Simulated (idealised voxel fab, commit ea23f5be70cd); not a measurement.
voxel capacitor over wiring: a process module
Cross-sectional view cut (width: 300 nm; square cell size: 5 nm).
In what follows, cross-sections appear as grids of square cells, described through bands that run from the top down, where every band is one or more rows of cells. For a band, the entry starts with two heights in nm, that of the top and then that of the bottom, and carries on with the band's materials in order from left to right, each alongside its width in nm; the word "full width" beside a single material means it fills the band edge to edge, and "air" means empty space. It should be noted that heights are counted from 0, beneath which the wafer as supplied is of one material throughout, and that the lowest band possesses no lower boundary but continues downward, as written in "0 nm and below". The two numbers in a width such as "30->40" mark its ends across the band: the first belongs to the top row of cells, the second to the bottom row, and from each row to the next the width moves by the same amount. It should be understood that the words "identical to before", when stated for a given step, signify that the cross-section underwent no change in any of its cells during that step. Basically, "Unvented cavities" tells you about the enclosed voids: empty spaces with no open way to the top, 8 cells or bigger, each written width x height at distance, where distance is from the left edge, all in nm. If you see something after the settings on a step's line, that's the simulator's own remark about that step. What "overlay nm" on a step's line means: if the step has a mask, that mask lay this far to the right of its planned place, or, when the value is negative, to the left.
PROCESS STEPS - PLAN
step 1: RECEIVE, material Si
step 2: CONFORMAL_DEP, material SiO2, thk nm 10
step 3: DIRECTIONAL_DEP, material TiN, thk nm 5
step 4: DIRECTIONAL_DEP, material W, thk nm 25
step 5: PATTERN, tone cover, mask id METAL_1, material resist, width nm 20, pitch nm 85, thk nm 20, overlay nm 0
step 6: DIRECTIONAL_ETCH, etch materials W, depth nm 25
step 7: DIRECTIONAL_ETCH, etch materials TiN, depth nm 5
step 8: STRIP, etch materials resist
step 9: FILL_DEP, material SiO2, thk nm 10
step 10: CMP, height nm 40
step 11: CONFORMAL_DEP, material SiCN, thk nm 5
step 12: DIRECTIONAL_DEP, material SiO2, thk nm 20
step 13: DIRECTIONAL_DEP, material aC, thk nm 15
step 14: PATTERN, tone open, mask id PLUG_1, material resist, width nm 15, thk nm 35, overlay nm 0
step 15: DIRECTIONAL_ETCH, etch materials aC, depth nm 15
step 16: STRIP, etch materials resist
step 17: DIRECTIONAL_ETCH, etch materials SiO2, depth nm 20
step 18: DIRECTIONAL_ETCH, etch materials SiCN, depth nm 5
step 19: STRIP, etch materials aC
step 20: CONFORMAL_DEP, material TiN, thk nm 5
step 21: FILL_DEP, material Cu, thk nm 10
step 22: CMP, height nm 65
step 23: DIRECTIONAL_DEP, material TiN, thk nm 10
step 24: DIRECTIONAL_DEP, material Al2O3, thk nm 5
step 25: DIRECTIONAL_DEP, material TiN, thk nm 5
step 26: DIRECTIONAL_DEP, material aC, thk nm 10
step 27: PATTERN, tone cover, mask id UPPER_PLATE, material resist, width nm 70, thk nm 30, overlay nm 0
step 28: DIRECTIONAL_ETCH, etch materials aC, depth nm 10
step 29: STRIP, etch materials resist
step 30: DIRECTIONAL_ETCH, etch materials TiN, depth nm 5
step 31: DIRECTIONAL_ETCH, etch materials Al2O3, depth nm 5
step 32: STRIP, etch materials aC
step 33: DIRECTIONAL_DEP, material aC, thk nm 10
step 34: PATTERN, tone cover, mask id LOWER_PLATE, material resist, width nm 80, thk nm 30, overlay nm 0
step 35: DIRECTIONAL_ETCH, etch materials aC, depth nm 10
step 36: STRIP, etch materials resist
step 37: DIRECTIONAL_ETCH, etch materials TiN, depth nm 10
step 38: STRIP, etch materials aC
step 39: FILL_DEP, material SiO2, thk nm 20
step 40: CMP, height nm 100
step 41: PATTERN, tone open, mask id PLUG_2, material resist, width nm 15, thk nm 15, overlay nm 0
step 42: DIRECTIONAL_ETCH, etch materials SiO2, depth nm 15
step 43: STRIP, etch materials resist
step 44: CONFORMAL_DEP, material TiN, thk nm 5
step 45: FILL_DEP, material W, thk nm 10
step 46: CMP, height nm 100
step 47: CONFORMAL_DEP, material SiCN, thk nm 5
AS-RECEIVED STATE OF THE WAFER IN CROSS-SECTION, EQUIVALENT TO POST-STEP 1
	0 nm and below  Si full width
	Unvented cavities: none
FIGURE: CROSS-SECTIONAL VIEW OF THE WAFER UPON COMPLETION OF THE MODULE, PROCESSED FROM THE INITIAL STATE AND ACCORDING TO THE PLAN DEPICTED ABOVE, WITH ONE ERROR INTRODUCED DURING EXECUTION
	105 nm to 100 nm  SiCN full width
	100 nm to 90 nm  110 SiO2 / 5 TiN / 5 W / 5 TiN / 175 SiO2
	90 nm to 85 nm  110 SiO2 / 15 TiN / 175 SiO2
	85 nm to 80 nm  SiO2 full width
	80 nm to 75 nm  100 SiO2 / 70 Al2O3 / 130 SiO2
	75 nm to 65 nm  95 SiO2 / 80 TiN / 125 SiO2
	65 nm to 45 nm  100 SiO2 / 5 TiN / 5 Cu / 5 TiN / 185 SiO2
	45 nm to 40 nm  100 SiCN / 15 TiN / 185 SiCN
	40 nm to 15 nm  95 SiO2 / 20 W / 65 SiO2 / 20 W / 100 SiO2
	15 nm to 10 nm  95 SiO2 / 20 TiN / 65 SiO2 / 20 TiN / 100 SiO2
	10 nm to 0 nm  SiO2 full width
	0 nm and below  Si full width
	Unvented cavities: none
Deviation noted in wafer processing: step 25 in the plan did not get run; it was skipped
